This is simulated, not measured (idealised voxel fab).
The document below concerns the process module designated voxel trench capacitor.
cross-section cut | 225 nm wide | cells 5 nm
For the purposes of this document, a cross-section shall be understood as a grid of square cells, specified as bands listed in top-to-bottom order, each band consisting of one or more rows of cells. Top, bottom (nm), then materials left to right with widths (nm); lone material tagged "all across" fills the whole band edge to edge; "empty" = empty space. Beneath 0, the wafer as received is one material, and that level is where height counting begins. The lowest band goes on downward without a bottom; it is written like "from 0 down". Read "30 to 40" as a graded width: first number on top, second number at the bottom, same change between each pair of neighbouring rows. "nothing altered" for a step: no cell of the cross-section changed in that step. Closed-off voids of 8+ cells (no open route to the top) go in "Sealed internal cavities", written width x height at distance from the left edge, in nm. Formally, on a step line, whatever follows the settings is a remark that the simulator itself makes on the step. overlay nm: how far to the right of its planned place the mask lay on this masked step (negative: to the left).
**The following list gives the planned process steps**
1 RECEIVE (material Si)
2 CONFORMAL_DEP (material SiN; thk nm 10)
3 MASKED_ETCH (tone open; mask id TRENCH; width nm 20; pitch nm 45; etch materials SiN; depth nm 10; overlay nm -15)
4 MASKED_ETCH (tone open; mask id TRENCH; width nm 20; pitch nm 45; etch materials Si; depth nm 25; overlay nm 0)
5 CONFORMAL_DEP (material SiO2; thk nm 5)
6 FILL_DEP (material polySi; thk nm 5)
7 CMP (height nm 10)
It is noted that the wafers described herein are identical at the outset and are distinguished by the overlay nm of step 3; the value stated in the plan corresponds to the first wafer.
**Cross-section of the first incoming wafer of several, state after step 1**
from 0 down | Si all across
Sealed internal cavities: none
**Every row in this table is a wafer at the end of the module, and it gives, for each of the materials, the cells that wafer has gained (+) or lost (-) since it was received, then its closed voids**
overlay nm -15, -15 Si, +66 SiN, +33 SiO2, +6 polySi, Sealed internal cavities: none
overlay nm -10, -30 Si, +66 SiN, +48 SiO2, +6 polySi, Sealed internal cavities: none
overlay nm -5, -45 Si, +66 SiN, +48 SiO2, +21 polySi, Sealed internal cavities: none
overlay nm 0, -60 Si, +66 SiN, +48 SiO2, +36 polySi, Sealed internal cavities: none
overlay nm 5, -45 Si, +66 SiN, +48 SiO2, +21 polySi, Sealed internal cavities: none
overlay nm 10, -30 Si, +66 SiN, +48 SiO2, +6 polySi, Sealed internal cavities: none
overlay nm 15, -15 Si, +66 SiN, +33 SiO2, +6 polySi, Sealed internal cavities: none
